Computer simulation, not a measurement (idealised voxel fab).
Proc. module: voxel wiring stack
The width of the displayed cross-section, cut, is 225 nm; its cells are square, with a size of 5 nm.
Format of a cross-section: grid, square cells. Given as bands. Order: top down. Band: one or more rows of cells. The entry gives the band's vertical extent as a top height and a bottom height in nm, then its horizontal make-up as materials from left to right, each with a width in nm. "air" stands for empty space; a single material marked "all across" fills the band edge to edge. Below 0: as-received wafer, all one material; heights counted from there. Lowest band: no bottom, goes on down, written "top 0, no bottom". Top row gets the first number, bottom row gets the second, and each row in between changes by the same step: that is how a band width like "30 to 40" works. "nothing got changed" means the step left every cell of the cross-section as it was. Closed-off voids of 8+ cells (no open route to the top) go in "Sealed voids", written width x height at distance from the left edge, in nm. Heads up: the bit after the settings on a step's line is the simulator's remark on that step. When a step includes a mask, the "overlay nm" setting on its line states how far to the right of its planned place that mask lay, and negative values state how far to the left.

# List of planned process steps
1,RECEIVE: material Si
2,CONFORMAL_DEP: material SiO2, thk nm 15
3,CONFORMAL_DEP: material SiCN, thk nm 5
4,DIRECTIONAL_DEP: material SiO2, thk nm 25
5,PATTERN: tone open, mask id METAL_1, material resist, width nm 25, pitch nm 45, thk nm 15, overlay nm 0
6,DIRECTIONAL_ETCH: etch materials SiO2, depth nm 25
7,DIRECTIONAL_ETCH: etch materials SiCN, depth nm 5
8,STRIP: etch materials resist
9,CONFORMAL_DEP: material TiN, thk nm 5
10,FILL_DEP: material W, thk nm 5
11,CMP: height nm 45
12,CONFORMAL_DEP: material SiCN, thk nm 5
13,DIRECTIONAL_DEP: material lowk, thk nm 25
14,PATTERN: tone open, mask id METAL_2, material resist, width nm 25, pitch nm 45, thk nm 15, overlay nm 0
15,DIRECTIONAL_ETCH: etch materials lowk, depth nm 15
16,STRIP: etch materials resist
17,PATTERN: tone open, mask id METAL_2_HOLES, material resist, width nm 15, pitch nm 45, thk nm 15, overlay nm 0
18,DIRECTIONAL_ETCH: etch materials lowk, depth nm 10
19,DIRECTIONAL_ETCH: etch materials SiCN, depth nm 5
20,STRIP: etch materials resist
21,CONFORMAL_DEP: material TiN, thk nm 5
22,FILL_DEP: material Cu, thk nm 5
23,CMP: height nm 75
24,CONFORMAL_DEP: material SiCN, thk nm 5
25,DIRECTIONAL_DEP: material SiO2, thk nm 15
26,PATTERN: tone open, mask id PLUG_2, material resist, width nm 15, pitch nm 90, thk nm 15, overlay nm 0
27,DIRECTIONAL_ETCH: etch materials SiO2, depth nm 15
28,DIRECTIONAL_ETCH: etch materials SiCN, depth nm 5
29,STRIP: etch materials resist
30,CONFORMAL_DEP: material TiN, thk nm 5
31,FILL_DEP: material Cu, thk nm 5
32,CMP: height nm 95
33,DIRECTIONAL_DEP: material TiN, thk nm 5
34,DIRECTIONAL_DEP: material W, thk nm 20
35,DIRECTIONAL_DEP: material aC, thk nm 10
36,PATTERN: tone cover, mask id METAL_3, material resist, width nm 25, pitch nm 45, thk nm 25, overlay nm 0
37,DIRECTIONAL_ETCH: etch materials aC, depth nm 10
38,STRIP: etch materials resist
39,DIRECTIONAL_ETCH: etch materials W, depth nm 20
40,DIRECTIONAL_ETCH: etch materials TiN, depth nm 5
41,STRIP: etch materials aC
42,CONFORMAL_DEP: material SiCN, thk nm 5
43,FILL_DEP: material SiO2, thk nm 10
44,CMP: height nm 120
45,CONFORMAL_DEP: material SiCN, thk nm 5
46,DIRECTIONAL_DEP: material lowk, thk nm 25
47,PATTERN: tone open, mask id METAL_4, material resist, width nm 25, pitch nm 45, thk nm 15, overlay nm 0
48,DIRECTIONAL_ETCH: etch materials lowk, depth nm 15
49,STRIP: etch materials resist
50,DIRECTIONAL_DEP: material aC, thk nm 10
51,PATTERN: tone open, mask id METAL_4_HOLES, material resist, width nm 15, pitch nm 45, thk nm 30, overlay nm 0
52,DIRECTIONAL_ETCH: etch materials aC, depth nm 10
53,STRIP: etch materials resist
54,DIRECTIONAL_ETCH: etch materials lowk, depth nm 10
55,DIRECTIONAL_ETCH: etch materials SiCN, depth nm 5
56,STRIP: etch materials aC
57,CONFORMAL_DEP: material TiN, thk nm 5
58,FILL_DEP: material Ru, thk nm 10
59,CMP: height nm 150
60,CONFORMAL_DEP: material SiCN, thk nm 5
Quick note for whoever runs this: the wafers start identical, but the width nm at step 51 isn't the same across them. The plan just shows what the first wafer had.

# The as-received cross-section of the first of several wafers corresponds to the state after step 1
    top 0, no bottom: Si all across
    Sealed voids: none

# First of several wafers in cross-section at module end, following the final step, step 60
    top 155, bottom 150: SiCN all across
    top 150, bottom 140: lowk 30 | TiN 5 | Ru 15 | TiN 5 | lowk 20 | TiN 5 | Ru 15 | TiN 5 | lowk 20 | TiN 5 | Ru 15 | TiN 5 | lowk 20 | TiN 5 | Ru 15 | TiN 5 | lowk 35
    top 140, bottom 135: lowk 30 | TiN 5 | Ru 5 | TiN 15 | lowk 20 | TiN 5 | Ru 5 | TiN 15 | lowk 20 | TiN 5 | Ru 5 | TiN 15 | lowk 20 | TiN 5 | Ru 5 | TiN 15 | lowk 35
    top 135, bottom 125: lowk 30 | TiN 5 | Ru 5 | TiN 5 | lowk 30 | TiN 5 | Ru 5 | TiN 5 | lowk 30 | TiN 5 | Ru 5 | TiN 5 | lowk 30 | TiN 5 | Ru 5 | TiN 5 | lowk 45
    top 125, bottom 120: SiCN 30 | TiN 15 | SiCN 30 | TiN 15 | SiCN 30 | TiN 15 | SiCN 30 | TiN 15 | SiCN 45
    top 120, bottom 100: SiO2 25 | SiCN 5 | W 25 | SiCN 5 | SiO2 10 | SiCN 5 | W 25 | SiCN 5 | SiO2 10 | SiCN 5 | W 25 | SiCN 5 | SiO2 10 | SiCN 5 | W 25 | SiCN 5 | SiO2 30
    top 100, bottom 95: SiCN 30 | TiN 25 | SiCN 20 | TiN 25 | SiCN 20 | TiN 25 | SiCN 20 | TiN 25 | SiCN 35
    top 95, bottom 80: SiO2 30 | TiN 5 | Cu 5 | TiN 5 | SiO2 75 | TiN 5 | Cu 5 | TiN 5 | SiO2 90
    top 80, bottom 75: SiCN 30 | TiN 15 | SiCN 75 | TiN 15 | SiCN 90
    top 75, bottom 65: lowk 30 | TiN 5 | Cu 15 | TiN 5 | lowk 20 | TiN 5 | Cu 15 | TiN 5 | lowk 20 | TiN 5 | Cu 15 | TiN 5 | lowk 20 | TiN 5 | Cu 15 | TiN 5 | lowk 35
    top 65, bottom 60: lowk 30 | TiN 5 | Cu 5 | TiN 15 | lowk 20 | TiN 5 | Cu 5 | TiN 15 | lowk 20 | TiN 5 | Cu 5 | TiN 15 | lowk 20 | TiN 5 | Cu 5 | TiN 15 | lowk 35
    top 60, bottom 50: lowk 30 | TiN 5 | Cu 5 | TiN 5 | lowk 30 | TiN 5 | Cu 5 | TiN 5 | lowk 30 | TiN 5 | Cu 5 | TiN 5 | lowk 30 | TiN 5 | Cu 5 | TiN 5 | lowk 45
    top 50, bottom 45: SiCN 30 | TiN 15 | SiCN 30 | TiN 15 | SiCN 30 | TiN 15 | SiCN 30 | TiN 15 | SiCN 45
    top 45, bottom 20: SiO2 30 | TiN 5 | W 15 | TiN 5 | SiO2 20 | TiN 5 | W 15 | TiN 5 | SiO2 20 | TiN 5 | W 15 | TiN 5 | SiO2 20 | TiN 5 | W 15 | TiN 5 | SiO2 35
    top 20, bottom 15: SiCN 30 | TiN 25 | SiCN 20 | TiN 25 | SiCN 20 | TiN 25 | SiCN 20 | TiN 25 | SiCN 35
    top 15, bottom 0: SiO2 all across
    top 0, no bottom: Si all across
    Sealed voids: none

# So this is the cross-section on the last wafer at the end of the module
    top 155, bottom 150: SiCN all across
    top 150, bottom 140: lowk 25 | TiN 5 to 10 | Ru 20 to 15 | TiN 5 | lowk 15 | TiN 5 to 10 | Ru 20 to 15 | TiN 5 | lowk 15 | TiN 5 to 10 | Ru 20 to 15 | TiN 5 | lowk 15 | TiN 5 to 10 | Ru 20 to 15 | TiN 5 | lowk 35
    top 140, bottom 125: lowk 30 | TiN 5 | Ru 15 | TiN 5 | lowk 20 | TiN 5 | Ru 15 | TiN 5 | lowk 20 | TiN 5 | Ru 15 | TiN 5 | lowk 20 | TiN 5 | Ru 15 | TiN 5 | lowk 35
    top 125, bottom 120: SiCN 30 | TiN 25 | SiCN 20 | TiN 25 | SiCN 20 | TiN 25 | SiCN 20 | TiN 25 | SiCN 35
    top 120, bottom 100: SiO2 25 | SiCN 5 | W 25 | SiCN 5 | SiO2 10 | SiCN 5 | W 25 | SiCN 5 | SiO2 10 | SiCN 5 | W 25 | SiCN 5 | SiO2 10 | SiCN 5 | W 25 | SiCN 5 | SiO2 30
    top 100, bottom 95: SiCN 30 | TiN 25 | SiCN 20 | TiN 25 | SiCN 20 | TiN 25 | SiCN 20 | TiN 25 | SiCN 35
    top 95, bottom 80: SiO2 30 | TiN 5 | Cu 5 | TiN 5 | SiO2 75 | TiN 5 | Cu 5 | TiN 5 | SiO2 90
    top 80, bottom 75: SiCN 30 | TiN 15 | SiCN 75 | TiN 15 | SiCN 90
    top 75, bottom 65: lowk 30 | TiN 5 | Cu 15 | TiN 5 | lowk 20 | TiN 5 | Cu 15 | TiN 5 | lowk 20 | TiN 5 | Cu 15 | TiN 5 | lowk 20 | TiN 5 | Cu 15 | TiN 5 | lowk 35
    top 65, bottom 60: lowk 30 | TiN 5 | Cu 5 | TiN 15 | lowk 20 | TiN 5 | Cu 5 | TiN 15 | lowk 20 | TiN 5 | Cu 5 | TiN 15 | lowk 20 | TiN 5 | Cu 5 | TiN 15 | lowk 35
    top 60, bottom 50: lowk 30 | TiN 5 | Cu 5 | TiN 5 | lowk 30 | TiN 5 | Cu 5 | TiN 5 | lowk 30 | TiN 5 | Cu 5 | TiN 5 | lowk 30 | TiN 5 | Cu 5 | TiN 5 | lowk 45
    top 50, bottom 45: SiCN 30 | TiN 15 | SiCN 30 | TiN 15 | SiCN 30 | TiN 15 | SiCN 30 | TiN 15 | SiCN 45
    top 45, bottom 20: SiO2 30 | TiN 5 | W 15 | TiN 5 | SiO2 20 | TiN 5 | W 15 | TiN 5 | SiO2 20 | TiN 5 | W 15 | TiN 5 | SiO2 20 | TiN 5 | W 15 | TiN 5 | SiO2 35
    top 20, bottom 15: SiCN 30 | TiN 25 | SiCN 20 | TiN 25 | SiCN 20 | TiN 25 | SiCN 20 | TiN 25 | SiCN 35
    top 15, bottom 0: SiO2 all across
    top 0, no bottom: Si all across
    Sealed voids: none

# Per-wafer rows below. For each material: cells gained (+) or lost (-) since the wafer was received, as of end of module. Then: closed voids
width nm 15, +42 Cu, +36 Ru, +232 SiCN, +445 SiO2, +218 TiN, +140 W, +282 lowk, Sealed voids: none
width nm 20, +42 Cu, +48 Ru, +228 SiCN, +445 SiO2, +218 TiN, +140 W, +274 lowk, Sealed voids: none
width nm 25, +42 Cu, +52 Ru, +228 SiCN, +445 SiO2, +222 TiN, +140 W, +266 lowk, Sealed voids: none
width nm 30, +42 Cu, +64 Ru, +224 SiCN, +445 SiO2, +222 TiN, +140 W, +258 lowk, Sealed voids: none
